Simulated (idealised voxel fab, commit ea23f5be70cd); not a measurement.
Herein follows the process module entitled voxel gate over fins.
FYI the section here is cut, 230 nm wide, cells are 5 nm squares.
Think of the cross-section as a grid of square cells. We describe it in bands, top to bottom, and each band covers one or more rows of those cells.
Quick guide to a band line: top height, bottom height (nm) up front; then every material left to right with its width in nm. Only one material and it's marked "everywhere"? Then it fills the band edge to edge. And "empty" just means empty space.
Height datum 0, below which the as-received substrate wafer is one material. Lowest band open at the bottom, running downward: "top 0, no bottom".
The expression "30->40" gives the width at the extremes of the band, the first number at its top row of cells and the second at its bottom row, with the width changing by equal amounts from each row to the next in between.
The cross-section has no changed cell in any step marked "no change occurred".
Voids not open to the top, 8 cells minimum: see "Trapped cavities". Written width x height at distance; distance is from the left edge; nm.
Post-settings text on a step line: simulator's own remark regarding the step.
The "overlay nm" setting may appear on a step's line; for a step that uses a mask, it gives how far to the right of its planned position the mask lay, and a negative value indicates the left.

**Steps planned for the process**
- 1: RECEIVE,material Si
- 2: CONFORMAL_DEP,material SiN,thk nm 10
- 3: PATTERN,tone cover,mask id FINS,material resist,width nm 15,pitch nm 40,thk nm 15,overlay nm 0
- 4: DIRECTIONAL_ETCH,etch materials SiN,depth nm 10
- 5: DIRECTIONAL_ETCH,etch materials Si,depth nm 40
- 6: STRIP,etch materials resist
- 7: OXIDIZE,depth nm 5
- 8: FILL_DEP,material SiO2,thk nm 15
- 9: CMP,height nm 10
- 10: SELECTIVE_ETCH,etch materials SiO2,depth nm 20
- 11: STRIP,etch materials SiN
- 12: CONFORMAL_DEP,material HfO2,thk nm 5
- 13: CONFORMAL_DEP,material TiN,thk nm 5
- 14: CONFORMAL_DEP,material TiAl,thk nm 5
- 15: CONFORMAL_DEP,material TiN,thk nm 5
- 16: FILL_DEP,material W,thk nm 10
- 17: CMP,height nm 25
- 18: CONFORMAL_DEP,material SiCN,thk nm 5

**First wafer of two (run as planned)**

**Cross-section of the wafer upon arrival, representing the state reached after step 1**
- top 0, no bottom  Si everywhere
- Trapped cavities: none

**Cross-section of the wafer subsequent to step 2**
- top 10, bottom 0  SiN everywhere
- Below a height of 0, the structure has not been altered.

**Cross-section of the wafer subsequent to step 3**
- top 25, bottom 10  empty: 65, then resist: 15, then empty: 25, then resist: 15, then empty: 25, then resist: 15, then empty: 70
- Below a height of 10, the structure has not been altered.

**Cross-section of the wafer subsequent to step 4**
- top 25, bottom 10  empty: 65, then resist: 15, then empty: 25, then resist: 15, then empty: 25, then resist: 15, then empty: 70
- top 10, bottom 0  empty: 65, then SiN: 15, then empty: 25, then SiN: 15, then empty: 25, then SiN: 15, then empty: 70
- Below a height of 0, the structure has not been altered.

**Cross-section of the wafer subsequent to step 5**
- top 25, bottom 10  empty: 65, then resist: 15, then empty: 25, then resist: 15, then empty: 25, then resist: 15, then empty: 70
- top 10, bottom 0  empty: 65, then SiN: 15, then empty: 25, then SiN: 15, then empty: 25, then SiN: 15, then empty: 70
- top 0, bottom -40  empty: 65, then Si: 15, then empty: 25, then Si: 15, then empty: 25, then Si: 15, then empty: 70
- Below a height of -40, the structure has not been altered.

**Cross-section of the wafer subsequent to step 6**
- top 10, bottom 0  empty: 65, then SiN: 15, then empty: 25, then SiN: 15, then empty: 25, then SiN: 15, then empty: 70
- Below a height of 0, the structure has not been altered.

**Cross-section of the wafer subsequent to step 7**
- top 10, bottom 0  empty: 65, then SiN: 15, then empty: 25, then SiN: 15, then empty: 25, then SiN: 15, then empty: 70
- top 0, bottom -40  empty: 65, then SiO2: 5, then Si: 5, then SiO2: 5, then empty: 25, then SiO2: 5, then Si: 5, then SiO2: 5, then empty: 25, then SiO2: 5, then Si: 5, then SiO2: 5, then empty: 70
- top -40, bottom -45  SiO2: 70, then Si: 5, then SiO2: 35, then Si: 5, then SiO2: 35, then Si: 5, then SiO2: 75
- Below a height of -45, the structure has not been altered.

**Cross-section of the wafer subsequent to step 8**
- top 25, bottom 10  SiO2 everywhere
- top 10, bottom 0  SiO2: 65, then SiN: 15, then SiO2: 25, then SiN: 15, then SiO2: 25, then SiN: 15, then SiO2: 70
- top 0, bottom -45  SiO2: 70, then Si: 5, then SiO2: 35, then Si: 5, then SiO2: 35, then Si: 5, then SiO2: 75
- Below a height of -45, the structure has not been altered.

**Cross-section of the wafer subsequent to step 9**
- top 10, bottom 0  SiO2: 65, then SiN: 15, then SiO2: 25, then SiN: 15, then SiO2: 25, then SiN: 15, then SiO2: 70
- Below a height of 0, the structure has not been altered.

**Cross-section of the wafer subsequent to step 10**
- top 10, bottom 0  empty: 65, then SiN: 15, then empty: 25, then SiN: 15, then empty: 25, then SiN: 15, then empty: 70
- top 0, bottom -10  empty: 70, then Si: 5, then empty: 35, then Si: 5, then empty: 35, then Si: 5, then empty: 75
- Below a height of -10, the structure has not been altered.

**Cross-section of the wafer subsequent to step 11**
- top 0, bottom -10  empty: 70, then Si: 5, then empty: 35, then Si: 5, then empty: 35, then Si: 5, then empty: 75
- Below a height of -10, the structure has not been altered.

**Cross-section of the wafer subsequent to step 12**
- top 5, bottom 0  empty: 65, then HfO2: 15, then empty: 25, then HfO2: 15, then empty: 25, then HfO2: 15, then empty: 70
- top 0, bottom -5  empty: 65, then HfO2: 5, then Si: 5, then HfO2: 5, then empty: 25, then HfO2: 5, then Si: 5, then HfO2: 5, then empty: 25, then HfO2: 5, then Si: 5, then HfO2: 5, then empty: 70
- top -5, bottom -10  HfO2: 70, then Si: 5, then HfO2: 35, then Si: 5, then HfO2: 35, then Si: 5, then HfO2: 75
- Below a height of -10, the structure has not been altered.

**Cross-section of the wafer subsequent to step 13**
- top 10, bottom 5  empty: 60, then TiN: 25, then empty: 15, then TiN: 25, then empty: 15, then TiN: 25, then empty: 65
- top 5, bottom 0  empty: 60, then TiN: 5, then HfO2: 15, then TiN: 5, then empty: 15, then TiN: 5, then HfO2: 15, then TiN: 5, then empty: 15, then TiN: 5, then HfO2: 15, then TiN: 5, then empty: 65
- top 0, bottom -5  TiN: 65, then HfO2: 5, then Si: 5, then HfO2: 5, then TiN: 25, then HfO2: 5, then Si: 5, then HfO2: 5, then TiN: 25, then HfO2: 5, then Si: 5, then HfO2: 5, then TiN: 70
- Below a height of -5, the structure has not been altered.

**Cross-section of the wafer subsequent to step 14**
- top 15, bottom 10  empty: 55, then TiAl: 35, then empty: 5, then TiAl: 35, then empty: 5, then TiAl: 35, then empty: 60
- top 10, bottom 5  empty: 55, then TiAl: 5, then TiN: 25, then TiAl: 5, then empty: 5, then TiAl: 5, then TiN: 25, then TiAl: 5, then empty: 5, then TiAl: 5, then TiN: 25, then TiAl: 5, then empty: 60
- top 5, bottom 0  TiAl: 60, then TiN: 5, then HfO2: 15, then TiN: 5, then TiAl: 15, then TiN: 5, then HfO2: 15, then TiN: 5, then TiAl: 15, then TiN: 5, then HfO2: 15, then TiN: 5, then TiAl: 65
- Below a height of 0, the structure has not been altered.

**Cross-section of the wafer subsequent to step 15**
- top 20, bottom 15  empty: 50, then TiN: 125, then empty: 55
- top 15, bottom 10  empty: 50, then TiN: 5, then TiAl: 35, then TiN: 5, then TiAl: 35, then TiN: 5, then TiAl: 35, then TiN: 5, then empty: 55
- top 10, bottom 5  TiN: 55, then TiAl: 5, then TiN: 25, then TiAl: 5, then TiN: 5, then TiAl: 5, then TiN: 25, then TiAl: 5, then TiN: 5, then TiAl: 5, then TiN: 25, then TiAl: 5, then TiN: 60
- Below a height of 5, the structure has not been altered.

**Cross-section of the wafer subsequent to step 16**
- top 30, bottom 20  W everywhere
- top 20, bottom 15  W: 50, then TiN: 125, then W: 55
- top 15, bottom 10  W: 50, then TiN: 5, then TiAl: 35, then TiN: 5, then TiAl: 35, then TiN: 5, then TiAl: 35, then TiN: 5, then W: 55
- Below a height of 10, the structure has not been altered.

**Cross-section of the wafer subsequent to step 17**
- top 25, bottom 20  W everywhere
- Below a height of 20, the structure has not been altered.

**Cross-section of the wafer subsequent to step 18**
- top 30, bottom 25  SiCN everywhere
- Below a height of 25, the structure has not been altered.

**Okay, second wafer. Nothing different at the start, nothing different in the plan, just one mistake somewhere in the running. As far as step 2, counting that step, it's the first wafer all over again**

**Cross-section of the second wafer at the time step 3 of the plan should have ended**
- top 25, bottom 10  empty: 55, then resist: 15, then empty: 25, then resist: 15, then empty: 25, then resist: 15, then empty: 80
- Below a height of 10, the structure has not been altered.

**Cross-section of the second wafer at the time step 4 of the plan should have ended**
- top 25, bottom 10  empty: 55, then resist: 15, then empty: 25, then resist: 15, then empty: 25, then resist: 15, then empty: 80
- top 10, bottom 0  empty: 55, then SiN: 15, then empty: 25, then SiN: 15, then empty: 25, then SiN: 15, then empty: 80
- Below a height of 0, the structure has not been altered.

**Cross-section of the second wafer at the time step 5 of the plan should have ended**
- top 25, bottom 10  empty: 55, then resist: 15, then empty: 25, then resist: 15, then empty: 25, then resist: 15, then empty: 80
- top 10, bottom 0  empty: 55, then SiN: 15, then empty: 25, then SiN: 15, then empty: 25, then SiN: 15, then empty: 80
- top 0, bottom -40  empty: 55, then Si: 15, then empty: 25, then Si: 15, then empty: 25, then Si: 15, then empty: 80
- Below a height of -40, the structure has not been altered.

**Cross-section of the second wafer at the time step 6 of the plan should have ended**
- top 10, bottom 0  empty: 55, then SiN: 15, then empty: 25, then SiN: 15, then empty: 25, then SiN: 15, then empty: 80
- Below a height of 0, the structure has not been altered.

**Cross-section of the second wafer at the time step 7 of the plan should have ended**
- top 10, bottom 0  empty: 55, then SiN: 15, then empty: 25, then SiN: 15, then empty: 25, then SiN: 15, then empty: 80
- top 0, bottom -40  empty: 55, then SiO2: 5, then Si: 5, then SiO2: 5, then empty: 25, then SiO2: 5, then Si: 5, then SiO2: 5, then empty: 25, then SiO2: 5, then Si: 5, then SiO2: 5, then empty: 80
- top -40, bottom -45  SiO2: 60, then Si: 5, then SiO2: 35, then Si: 5, then SiO2: 35, then Si: 5, then SiO2: 85
- Below a height of -45, the structure has not been altered.

**Cross-section of the second wafer at the time step 8 of the plan should have ended**
- top 25, bottom 10  SiO2 everywhere
- top 10, bottom 0  SiO2: 55, then SiN: 15, then SiO2: 25, then SiN: 15, then SiO2: 25, then SiN: 15, then SiO2: 80
- top 0, bottom -45  SiO2: 60, then Si: 5, then SiO2: 35, then Si: 5, then SiO2: 35, then Si: 5, then SiO2: 85
- Below a height of -45, the structure has not been altered.

**Cross-section of the second wafer at the time step 9 of the plan should have ended**
- top 10, bottom 0  SiO2: 55, then SiN: 15, then SiO2: 25, then SiN: 15, then SiO2: 25, then SiN: 15, then SiO2: 80
- Below a height of 0, the structure has not been altered.

**Cross-section of the second wafer at the time step 10 of the plan should have ended**
- top 10, bottom 0  empty: 55, then SiN: 15, then empty: 25, then SiN: 15, then empty: 25, then SiN: 15, then empty: 80
- top 0, bottom -10  empty: 60, then Si: 5, then empty: 35, then Si: 5, then empty: 35, then Si: 5, then empty: 85
- Below a height of -10, the structure has not been altered.

**Cross-section of the second wafer at the time step 11 of the plan should have ended**
- top 0, bottom -10  empty: 60, then Si: 5, then empty: 35, then Si: 5, then empty: 35, then Si: 5, then empty: 85
- Below a height of -10, the structure has not been altered.

**Cross-section of the second wafer at the time step 12 of the plan should have ended**
- top 5, bottom 0  empty: 55, then HfO2: 15, then empty: 25, then HfO2: 15, then empty: 25, then HfO2: 15, then empty: 80
- top 0, bottom -5  empty: 55, then HfO2: 5, then Si: 5, then HfO2: 5, then empty: 25, then HfO2: 5, then Si: 5, then HfO2: 5, then empty: 25, then HfO2: 5, then Si: 5, then HfO2: 5, then empty: 80
- top -5, bottom -10  HfO2: 60, then Si: 5, then HfO2: 35, then Si: 5, then HfO2: 35, then Si: 5, then HfO2: 85
- Below a height of -10, the structure has not been altered.

**Cross-section of the second wafer at the time step 13 of the plan should have ended**
- top 10, bottom 5  empty: 50, then TiN: 25, then empty: 15, then TiN: 25, then empty: 15, then TiN: 25, then empty: 75
- top 5, bottom 0  empty: 50, then TiN: 5, then HfO2: 15, then TiN: 5, then empty: 15, then TiN: 5, then HfO2: 15, then TiN: 5, then empty: 15, then TiN: 5, then HfO2: 15, then TiN: 5, then empty: 75
- top 0, bottom -5  TiN: 55, then HfO2: 5, then Si: 5, then HfO2: 5, then TiN: 25, then HfO2: 5, then Si: 5, then HfO2: 5, then TiN: 25, then HfO2: 5, then Si: 5, then HfO2: 5, then TiN: 80
- Below a height of -5, the structure has not been altered.

**Cross-section of the second wafer at the time step 14 of the plan should have ended**
- top 15, bottom 10  empty: 45, then TiAl: 35, then empty: 5, then TiAl: 35, then empty: 5, then TiAl: 35, then empty: 70
- top 10, bottom 5  empty: 45, then TiAl: 5, then TiN: 25, then TiAl: 5, then empty: 5, then TiAl: 5, then TiN: 25, then TiAl: 5, then empty: 5, then TiAl: 5, then TiN: 25, then TiAl: 5, then empty: 70
- top 5, bottom 0  TiAl: 50, then TiN: 5, then HfO2: 15, then TiN: 5, then TiAl: 15, then TiN: 5, then HfO2: 15, then TiN: 5, then TiAl: 15, then TiN: 5, then HfO2: 15, then TiN: 5, then TiAl: 75
- Below a height of 0, the structure has not been altered.

**Cross-section of the second wafer at the time step 15 of the plan should have ended**
- top 20, bottom 15  empty: 40, then TiN: 125, then empty: 65
- top 15, bottom 10  empty: 40, then TiN: 5, then TiAl: 35, then TiN: 5, then TiAl: 35, then TiN: 5, then TiAl: 35, then TiN: 5, then empty: 65
- top 10, bottom 5  TiN: 45, then TiAl: 5, then TiN: 25, then TiAl: 5, then TiN: 5, then TiAl: 5, then TiN: 25, then TiAl: 5, then TiN: 5, then TiAl: 5, then TiN: 25, then TiAl: 5, then TiN: 70
- Below a height of 5, the structure has not been altered.

**Cross-section of the second wafer at the time step 16 of the plan should have ended**
- top 30, bottom 20  W everywhere
- top 20, bottom 15  W: 40, then TiN: 125, then W: 65
- top 15, bottom 10  W: 40, then TiN: 5, then TiAl: 35, then TiN: 5, then TiAl: 35, then TiN: 5, then TiAl: 35, then TiN: 5, then W: 65
- Below a height of 10, the structure has not been altered.

**Cross-section of the second wafer at the time step 17 of the plan should have ended**
- top 25, bottom 20  W everywhere
- Below a height of 20, the structure has not been altered.

**Cross-section of the second wafer at the time step 18 of the plan should have ended**
- top 30, bottom 25  SiCN everywhere
- Below a height of 25, the structure has not been altered.
What was the processing mistake? step 3 was run on a setting that differed from the plan, and what really ran there is PATTERN,tone cover,mask id FINS,material resist,width nm 15,pitch nm 40,thk nm 15,overlay nm -10
At the end, each material covers as many cells on the second wafer as it does on the first, though the cells it covers are elsewhere.
